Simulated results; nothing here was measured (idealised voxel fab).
Process module heading - voxel self aligned contacts
FYI the section here is cut, 185 nm wide, cells are 5 nm squares.
If you're reading a cross-section in this doc, picture square cells in a grid; it comes to you as bands, top ones listed first down to the bottom, and a band can be one or more rows of cells.
What a band's entry tells you: where the top is and where the bottom is, as heights in nm, and after that what lies inside, material by material from left to right, each with its width in nm. Empty space is written as the word "blank", and a single material marked with the word "throughout" occupies the band from edge to edge.
Heights are measured from 0, the level below which the as-received wafer is all one material; the lowest band has no bottom and continues downward, written as in "0 nm and below".
It should be noted that a width expressed as "30->40" varies in equal increments from row to row of cells within the band, taking the value of the first number at the top row and that of the second number at the bottom row.
"left unchanged" after a step means that no cell of the cross-section changed.
"Entrapped void list" lists enclosed empty spaces (at least 8 cells, no open path upward to the top), each as width x height at distance from the left edge, in nm.
Where a step's line continues beyond its settings, the continuation is a remark by the simulator itself on that step.
overlay nm: on a step with a mask, how far right of its planned place the mask lay; negative means left.
Set out below are the planned steps of the process
1. RECEIVE | material Si
2. CONFORMAL_DEP | material SiO2 | thk nm 5
3. DIRECTIONAL_DEP | material polySi | thk nm 25
4. DIRECTIONAL_DEP | material SiN | thk nm 25
5. DIRECTIONAL_DEP | material aC | thk nm 15
6. PATTERN | tone cover | mask id GATE | material resist | width nm 30 | pitch nm 75 | thk nm 30 | overlay nm 0
7. DIRECTIONAL_ETCH | etch materials aC | depth nm 15
8. STRIP | etch materials resist
9. DIRECTIONAL_ETCH | etch materials SiN | depth nm 25
10. DIRECTIONAL_ETCH | etch materials polySi | depth nm 25
11. STRIP | etch materials aC
12. CONFORMAL_DEP | material SiN | thk nm 10
13. DIRECTIONAL_ETCH | etch materials SiN | depth nm 10
14. FILL_DEP | material SiO2 | thk nm 15
15. CMP | height nm 60
16. MASKED_ETCH | tone open | mask id CONTACT | width nm 55 | etch materials SiO2 | depth nm 60 | overlay nm 0
17. CONFORMAL_DEP | material TiN | thk nm 5
18. FILL_DEP | material Ru | thk nm 10
19. CMP | height nm 60
20. CONFORMAL_DEP | material SiCN | thk nm 5
First wafer, two in total, run as planned
Cross-section of the wafer as it came to us, i.e., already through step 1
	0 nm and below  Si throughout
	Entrapped void list: none
Wafer after step 2 (cross-section)
	5 nm to 0 nm  SiO2 throughout
	Under 0: no change, same as before.
Wafer after step 3 (cross-section)
	30 nm to 5 nm  polySi throughout
	Under 5: no change, same as before.
Wafer after step 4 (cross-section)
	55 nm to 30 nm  SiN throughout
	Under 30: no change, same as before.
Wafer after step 5 (cross-section)
	70 nm to 55 nm  aC throughout
	Under 55: no change, same as before.
Wafer after step 6 (cross-section)
	100 nm to 70 nm  40 of blank; 30 of resist; 45 of blank; 30 of resist; 40 of blank
	Under 70: no change, same as before.
Wafer after step 7 (cross-section)
	85 nm to 70 nm  40 of blank; 30 of resist; 45 of blank; 30 of resist; 40 of blank
	70 nm to 55 nm  40 of blank; 30 of aC; 45 of blank; 30 of aC; 40 of blank
	Under 55: no change, same as before.
Wafer after step 8 (cross-section)
	70 nm to 55 nm  40 of blank; 30 of aC; 45 of blank; 30 of aC; 40 of blank
	Under 55: no change, same as before.
Wafer after step 9 (cross-section)
	70 nm to 55 nm  40 of blank; 30 of aC; 45 of blank; 30 of aC; 40 of blank
	55 nm to 30 nm  40 of blank; 30 of SiN; 45 of blank; 30 of SiN; 40 of blank
	Under 30: no change, same as before.
Wafer after step 10 (cross-section)
	70 nm to 55 nm  40 of blank; 30 of aC; 45 of blank; 30 of aC; 40 of blank
	55 nm to 30 nm  40 of blank; 30 of SiN; 45 of blank; 30 of SiN; 40 of blank
	30 nm to 5 nm  40 of blank; 30 of polySi; 45 of blank; 30 of polySi; 40 of blank
	Under 5: no change, same as before.
Wafer after step 11 (cross-section)
	55 nm to 30 nm  40 of blank; 30 of SiN; 45 of blank; 30 of SiN; 40 of blank
	Under 30: no change, same as before.
Wafer after step 12 (cross-section)
	65 nm to 30 nm  30 of blank; 50 of SiN; 25 of blank; 50 of SiN; 30 of blank
	30 nm to 15 nm  30 of blank; 10 of SiN; 30 of polySi; 10 of SiN; 25 of blank; 10 of SiN; 30 of polySi; 10 of SiN; 30 of blank
	15 nm to 5 nm  40 of SiN; 30 of polySi; 45 of SiN; 30 of polySi; 40 of SiN
	Under 5: no change, same as before.
Wafer after step 13 (cross-section)
	55 nm to 30 nm  30 of blank; 50 of SiN; 25 of blank; 50 of SiN; 30 of blank
	30 nm to 5 nm  30 of blank; 10 of SiN; 30 of polySi; 10 of SiN; 25 of blank; 10 of SiN; 30 of polySi; 10 of SiN; 30 of blank
	Under 5: no change, same as before.
Wafer after step 14 (cross-section)
	70 nm to 55 nm  SiO2 throughout
	55 nm to 30 nm  30 of SiO2; 50 of SiN; 25 of SiO2; 50 of SiN; 30 of SiO2
	30 nm to 5 nm  30 of SiO2; 10 of SiN; 30 of polySi; 10 of SiN; 25 of SiO2; 10 of SiN; 30 of polySi; 10 of SiN; 30 of SiO2
	Under 5: no change, same as before.
Wafer after step 15 (cross-section)
	60 nm to 55 nm  SiO2 throughout
	Under 55: no change, same as before.
Wafer after step 16 (cross-section)
	60 nm to 55 nm  65 of SiO2; 55 of blank; 65 of SiO2
	55 nm to 30 nm  30 of SiO2; 50 of SiN; 25 of blank; 50 of SiN; 30 of SiO2
	30 nm to 5 nm  30 of SiO2; 10 of SiN; 30 of polySi; 10 of SiN; 25 of blank; 10 of SiN; 30 of polySi; 10 of SiN; 30 of SiO2
	5 nm to 0 nm  80 of SiO2; 25 of blank; 80 of SiO2
	Under 0: no change, same as before.
Wafer after step 17 (cross-section)
	65 nm to 60 nm  70 of TiN; 45 of blank; 70 of TiN
	60 nm to 55 nm  65 of SiO2; 20 of TiN; 15 of blank; 20 of TiN; 65 of SiO2
	55 nm to 30 nm  30 of SiO2; 50 of SiN; 5 of TiN; 15 of blank; 5 of TiN; 50 of SiN; 30 of SiO2
	30 nm to 5 nm  30 of SiO2; 10 of SiN; 30 of polySi; 10 of SiN; 5 of TiN; 15 of blank; 5 of TiN; 10 of SiN; 30 of polySi; 10 of SiN; 30 of SiO2
	5 nm to 0 nm  80 of SiO2; 25 of TiN; 80 of SiO2
	Under 0: no change, same as before.
Wafer after step 18 (cross-section)
	75 nm to 65 nm  Ru throughout
	65 nm to 60 nm  70 of TiN; 45 of Ru; 70 of TiN
	60 nm to 55 nm  65 of SiO2; 20 of TiN; 15 of Ru; 20 of TiN; 65 of SiO2
	55 nm to 30 nm  30 of SiO2; 50 of SiN; 5 of TiN; 15 of Ru; 5 of TiN; 50 of SiN; 30 of SiO2
	30 nm to 5 nm  30 of SiO2; 10 of SiN; 30 of polySi; 10 of SiN; 5 of TiN; 15 of Ru; 5 of TiN; 10 of SiN; 30 of polySi; 10 of SiN; 30 of SiO2
	Under 5: no change, same as before.
Wafer after step 19 (cross-section)
	60 nm to 55 nm  65 of SiO2; 20 of TiN; 15 of Ru; 20 of TiN; 65 of SiO2
	Under 55: no change, same as before.
Wafer after step 20 (cross-section)
	65 nm to 60 nm  SiCN throughout
	Under 60: no change, same as before.
Wafer two of two - same starting point, same process plan, one mistake in execution; matches wafer one up to and including step 15
Here is the second wafer in cross-section at the point where step 16 of the plan should have been done
	60 nm to 55 nm  55 of SiO2; 55 of blank; 75 of SiO2
	55 nm to 30 nm  30 of SiO2; 50 of SiN; 25 of blank; 50 of SiN; 30 of SiO2
	30 nm to 5 nm  30 of SiO2; 10 of SiN; 30 of polySi; 10 of SiN; 25 of blank; 10 of SiN; 30 of polySi; 10 of SiN; 30 of SiO2
	5 nm to 0 nm  80 of SiO2; 25 of blank; 80 of SiO2
	Under 0: no change, same as before.
Here is the second wafer in cross-section at the point where step 17 of the plan should have been done
	65 nm to 60 nm  60 of TiN; 45 of blank; 80 of TiN
	60 nm to 55 nm  55 of SiO2; 30 of TiN; 15 of blank; 10 of TiN; 75 of SiO2
	55 nm to 30 nm  30 of SiO2; 50 of SiN; 5 of TiN; 15 of blank; 5 of TiN; 50 of SiN; 30 of SiO2
	30 nm to 5 nm  30 of SiO2; 10 of SiN; 30 of polySi; 10 of SiN; 5 of TiN; 15 of blank; 5 of TiN; 10 of SiN; 30 of polySi; 10 of SiN; 30 of SiO2
	5 nm to 0 nm  80 of SiO2; 25 of TiN; 80 of SiO2
	Under 0: no change, same as before.
Here is the second wafer in cross-section at the point where step 18 of the plan should have been done
	75 nm to 65 nm  Ru throughout
	65 nm to 60 nm  60 of TiN; 45 of Ru; 80 of TiN
	60 nm to 55 nm  55 of SiO2; 30 of TiN; 15 of Ru; 10 of TiN; 75 of SiO2
	55 nm to 30 nm  30 of SiO2; 50 of SiN; 5 of TiN; 15 of Ru; 5 of TiN; 50 of SiN; 30 of SiO2
	30 nm to 5 nm  30 of SiO2; 10 of SiN; 30 of polySi; 10 of SiN; 5 of TiN; 15 of Ru; 5 of TiN; 10 of SiN; 30 of polySi; 10 of SiN; 30 of SiO2
	Under 5: no change, same as before.
Here is the second wafer in cross-section at the point where step 19 of the plan should have been done
	60 nm to 55 nm  55 of SiO2; 30 of TiN; 15 of Ru; 10 of TiN; 75 of SiO2
	Under 55: no change, same as before.
Here is the second wafer in cross-section at the point where step 20 of the plan should have been done
	65 nm to 60 nm  SiCN throughout
	Under 60: no change, same as before.
Which mistake was made when the wafer was run? step 16 deviated from plan and actually ran as MASKED_ETCH | tone open | mask id CONTACT | width nm 55 | etch materials SiO2 | depth nm 60 | overlay nm -10
So at the finish, the second wafer's got exactly as many cells of each material as the first, just not in the same spots.
